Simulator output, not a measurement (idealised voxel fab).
This is a process module. Its name is voxel self aligned contacts.
FYI the section here is cut, 265 nm wide, cells are 5 nm squares.
In what follows, cross-sections appear as grids of square cells, described through bands that run from the top down, where every band is one or more rows of cells.
For a band, the entry starts with two heights in nm, that of the top and then that of the bottom, and carries on with the band's materials in order from left to right, each alongside its width in nm; the word "full width" beside a single material means it fills the band edge to edge, and "blank" means empty space.
Heights are expressed relative to 0, this being the level below which the as-received wafer comprises one material exclusively. The lowest band is unbounded in the downward direction and is denoted as in "0 down".
When a width is written as two numbers, as in "30->40", the first number is the width in the top row of cells of the band and the second is the width in its bottom row, and the width changes by the same amount from each row to the next.
"same as before" after a step means that no cell of the cross-section changed.
The label "Closed empty spaces" introduces a list of the empty spaces, 8 cells or larger, that have no open way up to the top; each entry in it reads width x height at distance, where the distance is taken from the left edge and all three are stated in nm.
Heads up: the bit after the settings on a step's line is the simulator's remark on that step.
You can add "overlay nm" to a step's line. For a step with a mask, it describes how far the mask lay to the right of its planned position, and a negative number describes a lay to the left.

BELOW IS THE LIST OF PLANNED PROCESS STEPS
1) RECEIVE (material Si)
2) OXIDIZE (depth nm 5)
3) DIRECTIONAL_DEP (material polySi; thk nm 30)
4) DIRECTIONAL_DEP (material SiN; thk nm 20)
5) PATTERN (tone cover; mask id GATE; material resist; width nm 30; pitch nm 65; thk nm 20; overlay nm 0)
6) DIRECTIONAL_ETCH (etch materials SiN; depth nm 20)
7) DIRECTIONAL_ETCH (etch materials polySi; depth nm 30)
8) STRIP (etch materials resist)
9) CONFORMAL_DEP (material SiN; thk nm 10)
10) DIRECTIONAL_ETCH (etch materials SiN; depth nm 10)
11) FILL_DEP (material SiO2; thk nm 15)
12) CMP (height nm 55)
13) DIRECTIONAL_DEP (material aC; thk nm 15)
14) PATTERN (tone open; mask id CONTACT; material resist; width nm 45; thk nm 30; overlay nm 0)
15) DIRECTIONAL_ETCH (etch materials aC; depth nm 15)
16) STRIP (etch materials resist)
17) DIRECTIONAL_ETCH (etch materials SiO2; depth nm 60)
18) STRIP (etch materials aC)
19) CONFORMAL_DEP (material TiN; thk nm 5)
20) FILL_DEP (material Ru; thk nm 10)
21) CMP (height nm 55)
22) CONFORMAL_DEP (material SiN; thk nm 5)

OF TWO WAFERS, THE FIRST: RUN ACCORDING TO PLAN

SHOWN IN CROSS-SECTION IS THE WAFER AS RECEIVED, THAT IS, AS IT STANDS AFTER STEP 1
    0 down  Si full width
    Closed empty spaces: none

CROSS-SECTION: WAFER STATE AFTER STEP 2
    0 to -5  SiO2 full width
    Anything lower than -5 is untouched.

CROSS-SECTION: WAFER STATE AFTER STEP 3
    30 to 0  polySi full width
    Anything lower than 0 is untouched.

CROSS-SECTION: WAFER STATE AFTER STEP 4
    50 to 30  SiN full width
    Anything lower than 30 is untouched.

CROSS-SECTION: WAFER STATE AFTER STEP 5
    70 to 50  blank 85 nm, resist 30 nm, blank 35 nm, resist 30 nm, blank 85 nm
    Anything lower than 50 is untouched.

CROSS-SECTION: WAFER STATE AFTER STEP 6
    70 to 50  blank 85 nm, resist 30 nm, blank 35 nm, resist 30 nm, blank 85 nm
    50 to 30  blank 85 nm, SiN 30 nm, blank 35 nm, SiN 30 nm, blank 85 nm
    Anything lower than 30 is untouched.

CROSS-SECTION: WAFER STATE AFTER STEP 7
    70 to 50  blank 85 nm, resist 30 nm, blank 35 nm, resist 30 nm, blank 85 nm
    50 to 30  blank 85 nm, SiN 30 nm, blank 35 nm, SiN 30 nm, blank 85 nm
    30 to 0  blank 85 nm, polySi 30 nm, blank 35 nm, polySi 30 nm, blank 85 nm
    Anything lower than 0 is untouched.

CROSS-SECTION: WAFER STATE AFTER STEP 8
    50 to 30  blank 85 nm, SiN 30 nm, blank 35 nm, SiN 30 nm, blank 85 nm
    Anything lower than 30 is untouched.

CROSS-SECTION: WAFER STATE AFTER STEP 9
    60 to 30  blank 75 nm, SiN 50 nm, blank 15 nm, SiN 50 nm, blank 75 nm
    30 to 10  blank 75 nm, SiN 10 nm, polySi 30 nm, SiN 10 nm, blank 15 nm, SiN 10 nm, polySi 30 nm, SiN 10 nm, blank 75 nm
    10 to 0  SiN 85 nm, polySi 30 nm, SiN 35 nm, polySi 30 nm, SiN 85 nm
    Anything lower than 0 is untouched.

CROSS-SECTION: WAFER STATE AFTER STEP 10
    50 to 30  blank 75 nm, SiN 50 nm, blank 15 nm, SiN 50 nm, blank 75 nm
    30 to 0  blank 75 nm, SiN 10 nm, polySi 30 nm, SiN 10 nm, blank 15 nm, SiN 10 nm, polySi 30 nm, SiN 10 nm, blank 75 nm
    Anything lower than 0 is untouched.

CROSS-SECTION: WAFER STATE AFTER STEP 11
    65 to 50  SiO2 full width
    50 to 30  SiO2 75 nm, SiN 50 nm, SiO2 15 nm, SiN 50 nm, SiO2 75 nm
    30 to 0  SiO2 75 nm, SiN 10 nm, polySi 30 nm, SiN 10 nm, SiO2 15 nm, SiN 10 nm, polySi 30 nm, SiN 10 nm, SiO2 75 nm
    Anything lower than 0 is untouched.

CROSS-SECTION: WAFER STATE AFTER STEP 12
    55 to 50  SiO2 full width
    Anything lower than 50 is untouched.

CROSS-SECTION: WAFER STATE AFTER STEP 13
    70 to 55  aC full width
    Anything lower than 55 is untouched.

CROSS-SECTION: WAFER STATE AFTER STEP 14
    100 to 70  resist 110 nm, blank 45 nm, resist 110 nm
    Anything lower than 70 is untouched.

CROSS-SECTION: WAFER STATE AFTER STEP 15
    85 to 70  resist 110 nm, blank 45 nm, resist 110 nm
    70 to 55  aC 110 nm, blank 45 nm, aC 110 nm
    Anything lower than 55 is untouched.

CROSS-SECTION: WAFER STATE AFTER STEP 16
    70 to 55  aC 110 nm, blank 45 nm, aC 110 nm
    Anything lower than 55 is untouched.

CROSS-SECTION: WAFER STATE AFTER STEP 17
    70 to 55  aC 110 nm, blank 45 nm, aC 110 nm
    55 to 50  SiO2 110 nm, blank 45 nm, SiO2 110 nm
    50 to 30  SiO2 75 nm, SiN 50 nm, blank 15 nm, SiN 50 nm, SiO2 75 nm
    30 to 0  SiO2 75 nm, SiN 10 nm, polySi 30 nm, SiN 10 nm, blank 15 nm, SiN 10 nm, polySi 30 nm, SiN 10 nm, SiO2 75 nm
    0 to -5  SiO2 125 nm, blank 15 nm, SiO2 125 nm
    Anything lower than -5 is untouched.

CROSS-SECTION: WAFER STATE AFTER STEP 18
    55 to 50  SiO2 110 nm, blank 45 nm, SiO2 110 nm
    Anything lower than 50 is untouched.

CROSS-SECTION: WAFER STATE AFTER STEP 19
    60 to 55  TiN 115 nm, blank 35 nm, TiN 115 nm
    55 to 50  SiO2 110 nm, TiN 20 nm, blank 5 nm, TiN 20 nm, SiO2 110 nm
    50 to 30  SiO2 75 nm, SiN 50 nm, TiN 5 nm, blank 5 nm, TiN 5 nm, SiN 50 nm, SiO2 75 nm
    30 to 0  SiO2 75 nm, SiN 10 nm, polySi 30 nm, SiN 10 nm, TiN 5 nm, blank 5 nm, TiN 5 nm, SiN 10 nm, polySi 30 nm, SiN 10 nm, SiO2 75 nm
    0 to -5  SiO2 125 nm, TiN 15 nm, SiO2 125 nm
    Anything lower than -5 is untouched.

CROSS-SECTION: WAFER STATE AFTER STEP 20
    70 to 60  Ru full width
    60 to 55  TiN 115 nm, Ru 35 nm, TiN 115 nm
    55 to 50  SiO2 110 nm, TiN 20 nm, Ru 5 nm, TiN 20 nm, SiO2 110 nm
    50 to 30  SiO2 75 nm, SiN 50 nm, TiN 5 nm, Ru 5 nm, TiN 5 nm, SiN 50 nm, SiO2 75 nm
    30 to 0  SiO2 75 nm, SiN 10 nm, polySi 30 nm, SiN 10 nm, TiN 5 nm, Ru 5 nm, TiN 5 nm, SiN 10 nm, polySi 30 nm, SiN 10 nm, SiO2 75 nm
    Anything lower than 0 is untouched.

CROSS-SECTION: WAFER STATE AFTER STEP 21
    55 to 50  SiO2 110 nm, TiN 20 nm, Ru 5 nm, TiN 20 nm, SiO2 110 nm
    Anything lower than 50 is untouched.

CROSS-SECTION: WAFER STATE AFTER STEP 22
    60 to 55  SiN full width
    Anything lower than 55 is untouched.

HERE THE SECOND WAFER IS DESCRIBED. ITS START AND ITS PLAN WERE THOSE OF THE FIRST WAFER. ITS RUN CONTAINED ONE MISTAKE. UP TO AND INCLUDING STEP 2, IT DID EXACTLY WHAT THE FIRST WAFER DID

CROSS-SECTIONAL REPRESENTATION OF THE SECOND WAFER AT THE TIME DESIGNATED IN THE PLAN FOR THE COMPLETION OF STEP 3
    20 to 0  SiN full width
    Anything lower than 0 is untouched.

CROSS-SECTIONAL REPRESENTATION OF THE SECOND WAFER AT THE TIME DESIGNATED IN THE PLAN FOR THE COMPLETION OF STEP 4
    50 to 20  polySi full width
    Anything lower than 20 is untouched.

CROSS-SECTIONAL REPRESENTATION OF THE SECOND WAFER AT THE TIME DESIGNATED IN THE PLAN FOR THE COMPLETION OF STEP 5
    70 to 50  blank 85 nm, resist 30 nm, blank 35 nm, resist 30 nm, blank 85 nm
    Anything lower than 50 is untouched.

Cross-sectional representation of the second wafer at the time designated in the plan for the completion of step 6: same as before

CROSS-SECTIONAL REPRESENTATION OF THE SECOND WAFER AT THE TIME DESIGNATED IN THE PLAN FOR THE COMPLETION OF STEP 7
    70 to 50  blank 85 nm, resist 30 nm, blank 35 nm, resist 30 nm, blank 85 nm
    50 to 20  blank 85 nm, polySi 30 nm, blank 35 nm, polySi 30 nm, blank 85 nm
    Anything lower than 20 is untouched.

CROSS-SECTIONAL REPRESENTATION OF THE SECOND WAFER AT THE TIME DESIGNATED IN THE PLAN FOR THE COMPLETION OF STEP 8
    50 to 20  blank 85 nm, polySi 30 nm, blank 35 nm, polySi 30 nm, blank 85 nm
    Anything lower than 20 is untouched.

CROSS-SECTIONAL REPRESENTATION OF THE SECOND WAFER AT THE TIME DESIGNATED IN THE PLAN FOR THE COMPLETION OF STEP 9
    60 to 50  blank 75 nm, SiN 50 nm, blank 15 nm, SiN 50 nm, blank 75 nm
    50 to 30  blank 75 nm, SiN 10 nm, polySi 30 nm, SiN 10 nm, blank 15 nm, SiN 10 nm, polySi 30 nm, SiN 10 nm, blank 75 nm
    30 to 20  SiN 85 nm, polySi 30 nm, SiN 35 nm, polySi 30 nm, SiN 85 nm
    Anything lower than 20 is untouched.

CROSS-SECTIONAL REPRESENTATION OF THE SECOND WAFER AT THE TIME DESIGNATED IN THE PLAN FOR THE COMPLETION OF STEP 10
    50 to 20  blank 75 nm, SiN 10 nm, polySi 30 nm, SiN 10 nm, blank 15 nm, SiN 10 nm, polySi 30 nm, SiN 10 nm, blank 75 nm
    Anything lower than 20 is untouched.

CROSS-SECTIONAL REPRESENTATION OF THE SECOND WAFER AT THE TIME DESIGNATED IN THE PLAN FOR THE COMPLETION OF STEP 11
    65 to 50  SiO2 full width
    50 to 20  SiO2 75 nm, SiN 10 nm, polySi 30 nm, SiN 10 nm, SiO2 15 nm, SiN 10 nm, polySi 30 nm, SiN 10 nm, SiO2 75 nm
    Anything lower than 20 is untouched.

CROSS-SECTIONAL REPRESENTATION OF THE SECOND WAFER AT THE TIME DESIGNATED IN THE PLAN FOR THE COMPLETION OF STEP 12
    55 to 50  SiO2 full width
    Anything lower than 50 is untouched.

CROSS-SECTIONAL REPRESENTATION OF THE SECOND WAFER AT THE TIME DESIGNATED IN THE PLAN FOR THE COMPLETION OF STEP 13
    70 to 55  aC full width
    Anything lower than 55 is untouched.

CROSS-SECTIONAL REPRESENTATION OF THE SECOND WAFER AT THE TIME DESIGNATED IN THE PLAN FOR THE COMPLETION OF STEP 14
    100 to 70  resist 110 nm, blank 45 nm, resist 110 nm
    Anything lower than 70 is untouched.

CROSS-SECTIONAL REPRESENTATION OF THE SECOND WAFER AT THE TIME DESIGNATED IN THE PLAN FOR THE COMPLETION OF STEP 15
    85 to 70  resist 110 nm, blank 45 nm, resist 110 nm
    70 to 55  aC 110 nm, blank 45 nm, aC 110 nm
    Anything lower than 55 is untouched.

CROSS-SECTIONAL REPRESENTATION OF THE SECOND WAFER AT THE TIME DESIGNATED IN THE PLAN FOR THE COMPLETION OF STEP 16
    70 to 55  aC 110 nm, blank 45 nm, aC 110 nm
    Anything lower than 55 is untouched.

CROSS-SECTIONAL REPRESENTATION OF THE SECOND WAFER AT THE TIME DESIGNATED IN THE PLAN FOR THE COMPLETION OF STEP 17
    70 to 55  aC 110 nm, blank 45 nm, aC 110 nm
    55 to 50  SiO2 110 nm, blank 45 nm, SiO2 110 nm
    50 to 20  SiO2 75 nm, SiN 10 nm, polySi 30 nm, SiN 10 nm, blank 15 nm, SiN 10 nm, polySi 30 nm, SiN 10 nm, SiO2 75 nm
    Anything lower than 20 is untouched.

CROSS-SECTIONAL REPRESENTATION OF THE SECOND WAFER AT THE TIME DESIGNATED IN THE PLAN FOR THE COMPLETION OF STEP 18
    55 to 50  SiO2 110 nm, blank 45 nm, SiO2 110 nm
    Anything lower than 50 is untouched.

CROSS-SECTIONAL REPRESENTATION OF THE SECOND WAFER AT THE TIME DESIGNATED IN THE PLAN FOR THE COMPLETION OF STEP 19
    60 to 55  TiN 115 nm, blank 35 nm, TiN 115 nm
    55 to 50  SiO2 110 nm, TiN 20 nm, blank 5 nm, TiN 20 nm, SiO2 110 nm
    50 to 25  SiO2 75 nm, SiN 10 nm, polySi 30 nm, SiN 10 nm, TiN 5 nm, blank 5 nm, TiN 5 nm, SiN 10 nm, polySi 30 nm, SiN 10 nm, SiO2 75 nm
    25 to 20  SiO2 75 nm, SiN 10 nm, polySi 30 nm, SiN 10 nm, TiN 15 nm, SiN 10 nm, polySi 30 nm, SiN 10 nm, SiO2 75 nm
    Anything lower than 20 is untouched.

CROSS-SECTIONAL REPRESENTATION OF THE SECOND WAFER AT THE TIME DESIGNATED IN THE PLAN FOR THE COMPLETION OF STEP 20
    70 to 60  Ru full width
    60 to 55  TiN 115 nm, Ru 35 nm, TiN 115 nm
    55 to 50  SiO2 110 nm, TiN 20 nm, Ru 5 nm, TiN 20 nm, SiO2 110 nm
    50 to 25  SiO2 75 nm, SiN 10 nm, polySi 30 nm, SiN 10 nm, TiN 5 nm, Ru 5 nm, TiN 5 nm, SiN 10 nm, polySi 30 nm, SiN 10 nm, SiO2 75 nm
    Anything lower than 25 is untouched.

CROSS-SECTIONAL REPRESENTATION OF THE SECOND WAFER AT THE TIME DESIGNATED IN THE PLAN FOR THE COMPLETION OF STEP 21
    55 to 50  SiO2 110 nm, TiN 20 nm, Ru 5 nm, TiN 20 nm, SiO2 110 nm
    Anything lower than 50 is untouched.

CROSS-SECTIONAL REPRESENTATION OF THE SECOND WAFER AT THE TIME DESIGNATED IN THE PLAN FOR THE COMPLETION OF STEP 22
    60 to 55  SiN full width
    Anything lower than 55 is untouched.
So what did we get wrong on this run? the run placed steps 3 and 4 each in the position the plan gave to the other
Cell-count delta at end, second wafer over first, by material: Ru -5; SiN +132; SiO2 -117; TiN -10
